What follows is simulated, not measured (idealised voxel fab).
The following process module bears the name voxel transistor to metal.
We display cut, a cross-section 180 nm in width whose square cells are each 5 nm.
Cross-section layout: square cells on a grid; listed as bands, top to bottom; a band spans one or more cell rows.
Look at the band entry: it leads with the top's height and the bottom's height in nm. Then it lists the materials left to right, with a width in nm for each. The word "full width" on a single material says that material fills the band edge to edge. The word "empty" is empty space.
Height 0 is the level under which the wafer as received is all one material. The lowest band goes on downwards, as in "top 0, no bottom".
Think of "30->40" as a width that walks from the first number to the second as you go down the band, top row to bottom row, taking equal-sized steps from row to row.
For the purposes of this document, the phrase "left unchanged" attached to a step denotes that no cell within the cross-section was modified by that step.
"Closed void table" lists enclosed empty spaces (at least 8 cells, no open path upward to the top), each as width x height at distance from the left edge, in nm.
Past the settings on a step's line: simulator remark, on that step.
Regarding "overlay nm": on a step with a mask, it is the distance the mask lay to the right of its planned place; a negative value places it to the left.

Plan:
1,RECEIVE, material Si
2,CONFORMAL_DEP, material SiO2, thk nm 5
3,CONFORMAL_DEP, material SiN, thk nm 10
4,DIRECTIONAL_DEP, material aC, thk nm 15
5,PATTERN, tone cover, mask id ACTIVE, material resist, width nm 110, thk nm 30, overlay nm 0
6,DIRECTIONAL_ETCH, etch materials aC, depth nm 15
7,STRIP, etch materials resist
8,DIRECTIONAL_ETCH, etch materials SiN, depth nm 10
9,DIRECTIONAL_ETCH, etch materials SiO2, depth nm 5
10,DIRECTIONAL_ETCH, etch materials Si, depth nm 25
11,STRIP, etch materials aC
12,FILL_DEP, material SiO2, thk nm 10
13,CMP, height nm 15
14,SELECTIVE_ETCH, etch materials SiO2, depth nm 10
15,STRIP, etch materials SiN
16,SELECTIVE_ETCH, etch materials SiO2, depth nm 5
17,OXIDIZE, depth nm 5
18,DIRECTIONAL_DEP, material polySi, thk nm 25
19,DIRECTIONAL_DEP, material SiCN, thk nm 15
20,DIRECTIONAL_DEP, material aC, thk nm 15
21,PATTERN, tone cover, mask id GATE, material resist, width nm 30, thk nm 30, overlay nm 0
22,DIRECTIONAL_ETCH, etch materials aC, depth nm 15
23,STRIP, etch materials resist
24,DIRECTIONAL_ETCH, etch materials SiCN, depth nm 25
25,DIRECTIONAL_ETCH, etch materials polySi, depth nm 35
26,STRIP, etch materials aC
27,CONFORMAL_DEP, material SiO2, thk nm 5
28,DIRECTIONAL_ETCH, etch materials SiO2, depth nm 5
29,CONFORMAL_DEP, material SiN, thk nm 5
30,DIRECTIONAL_ETCH, etch materials SiN, depth nm 5
31,DIRECTIONAL_ETCH, etch materials SiO2, depth nm 5
32,EPI, material SiGe, thk nm 5
33,FILL_DEP, material SiO2, thk nm 5
34,CMP, height nm 25
35,STRIP, etch materials polySi
36,SELECTIVE_ETCH, etch materials SiO2, depth nm 5
37,CONFORMAL_DEP, material HfO2, thk nm 5
38,CONFORMAL_DEP, material TiN, thk nm 5
39,FILL_DEP, material W, thk nm 10
40,CMP, height nm 20
41,DIRECTIONAL_DEP, material SiO2, thk nm 15
42,PATTERN, tone open, mask id CONTACT, material resist, width nm 20, pitch nm 80, thk nm 15, overlay nm 0
43,DIRECTIONAL_ETCH, etch materials SiO2, depth nm 35
44,STRIP, etch materials resist
45,CONFORMAL_DEP, material TiN, thk nm 5
46,FILL_DEP, material W, thk nm 5
47,CMP, height nm 35
48,CONFORMAL_DEP, material SiN, thk nm 5
49,DIRECTIONAL_DEP, material lowk, thk nm 20
50,DIRECTIONAL_DEP, material aC, thk nm 15
51,PATTERN, tone open, mask id METAL_1, material resist, width nm 20, pitch nm 80, thk nm 30, overlay nm 0
52,DIRECTIONAL_ETCH, etch materials aC, depth nm 15
53,STRIP, etch materials resist
54,DIRECTIONAL_ETCH, etch materials lowk, depth nm 20
55,DIRECTIONAL_ETCH, etch materials SiN, depth nm 5
56,STRIP, etch materials aC
57,CONFORMAL_DEP, material TiN, thk nm 5
58,FILL_DEP, material Ru, thk nm 5
59,CMP, height nm 60
60,EPI, material Ru, thk nm 5
61,FILL_DEP, material SiCN, thk nm 5
62,DIRECTIONAL_DEP, material lowk, thk nm 35
63,MASKED_ETCH, tone open, mask id METAL_2_HOLES, width nm 15, pitch nm 80, etch materials lowk, depth nm 35, overlay nm 0
64,PATTERN, tone open, mask id METAL_2, material resist, width nm 20, pitch nm 80, thk nm 15, overlay nm 0
65,DIRECTIONAL_ETCH, etch materials lowk, depth nm 20
66,DIRECTIONAL_ETCH, etch materials SiCN, depth nm 5
67,STRIP, etch materials resist
68,CONFORMAL_DEP, material TiN, thk nm 5
69,FILL_DEP, material Cu, thk nm 10
70,CMP, height nm 105
71,CONFORMAL_DEP, material SiCN, thk nm 5
The wafers in this document start out alike and differ in the width nm applied at step 5; the plan shows the value used for the first wafer.

Cross-section of the first of several received wafers, showing its state after step 1:
> top 0, no bottom  Si full width
> Closed void table: none

The following table contains a row per wafer, in which are reported, at the conclusion of the module, the cells of each material gained (+) or lost (-) since the wafer's receipt, with its closed voids given thereafter:
width nm 110; +20 Cu; +16 HfO2; +28 Ru; -92 Si; +90 SiCN; +14 SiGe; +36 SiN; +226 SiO2; +104 TiN; +36 W; +314 lowk; Closed void table: none
width nm 115; +20 Cu; +16 HfO2; +28 Ru; -88 Si; +90 SiCN; +15 SiGe; +36 SiN; +221 SiO2; +104 TiN; +36 W; +314 lowk; Closed void table: none
width nm 120; +20 Cu; +16 HfO2; +28 Ru; -84 Si; +90 SiCN; +16 SiGe; +36 SiN; +216 SiO2; +104 TiN; +36 W; +314 lowk; Closed void table: none
width nm 125; +20 Cu; +16 HfO2; +28 Ru; -80 Si; +90 SiCN; +17 SiGe; +36 SiN; +211 SiO2; +104 TiN; +36 W; +314 lowk; Closed void table: none
width nm 130; +20 Cu; +16 HfO2; +28 Ru; -76 Si; +90 SiCN; +18 SiGe; +36 SiN; +206 SiO2; +104 TiN; +36 W; +314 lowk; Closed void table: none
width nm 135; +20 Cu; +16 HfO2; +28 Ru; -72 Si; +90 SiCN; +19 SiGe; +36 SiN; +201 SiO2; +104 TiN; +36 W; +314 lowk; Closed void table: none
